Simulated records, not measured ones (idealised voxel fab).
You're looking at the process module voxel fin reveal.
FYI the section here is cut, 275 nm wide, cells are 5 nm squares.
A cross-section is a grid of square cells, given in bands from the top down. A band is one or more rows of cells. Quick guide to a band line: top height, bottom height (nm) up front; then every material left to right with its width in nm. Only one material and it's marked "all across"? Then it fills the band edge to edge. And "air" just means empty space. It should be noted that heights are counted from 0, beneath which the wafer as supplied is of one material throughout, and that the lowest band possesses no lower boundary but continues downward, as written in "0 -> down". When a width is written as two numbers, as in "30 to 40", the first number is the width in the top row of cells of the band and the second is the width in its bottom row, and the width changes by the same amount from each row to the next. "identical to before" -> step changed no cross-section cell. Entry "Closed empty spaces" = empty spaces >= 8 cells with no open way to the top; each as width x height at distance, distance from left edge, all nm. Note: text after step settings on the step line = simulator remark on that step. For masked steps, "overlay nm" on the step line gives how far right of plan the mask actually lay; a minus sign means it lay to the left.

The following list gives the planned process steps:
1 RECEIVE with material Si
2 CONFORMAL_DEP with material SiN, thk nm 10
3 MASKED_ETCH with tone cover, mask id FINS, width nm 15, pitch nm 40, etch materials SiN, depth nm 10, overlay nm 0
4 MASKED_ETCH with tone cover, mask id FINS, width nm 15, pitch nm 40, etch materials Si, depth nm 30, overlay nm 0
5 FILL_DEP with material SiO2, thk nm 15
6 CMP with height nm 10
7 SELECTIVE_ETCH with etch materials SiO2, depth nm 20
8 STRIP with etch materials SiN

Cross-section of the wafer at receipt, which is the condition after step 1:
> 0 -> down: Si all across
> Closed empty spaces: none

Post-module cross-section: identical start and plan to those above, one misstep in execution:
> 5 -> 0: 70 of SiO2  15 of air  25 of SiO2  15 of air  25 of SiO2  15 of air  25 of SiO2  15 of air  70 of SiO2
> 0 -> -30: 70 of SiO2  15 of Si  25 of SiO2  15 of Si  25 of SiO2  15 of Si  25 of SiO2  15 of Si  70 of SiO2
> -30 -> down: Si all across
> Closed empty spaces: none
So what did we get wrong on this run? plan step 6: skipped, not run
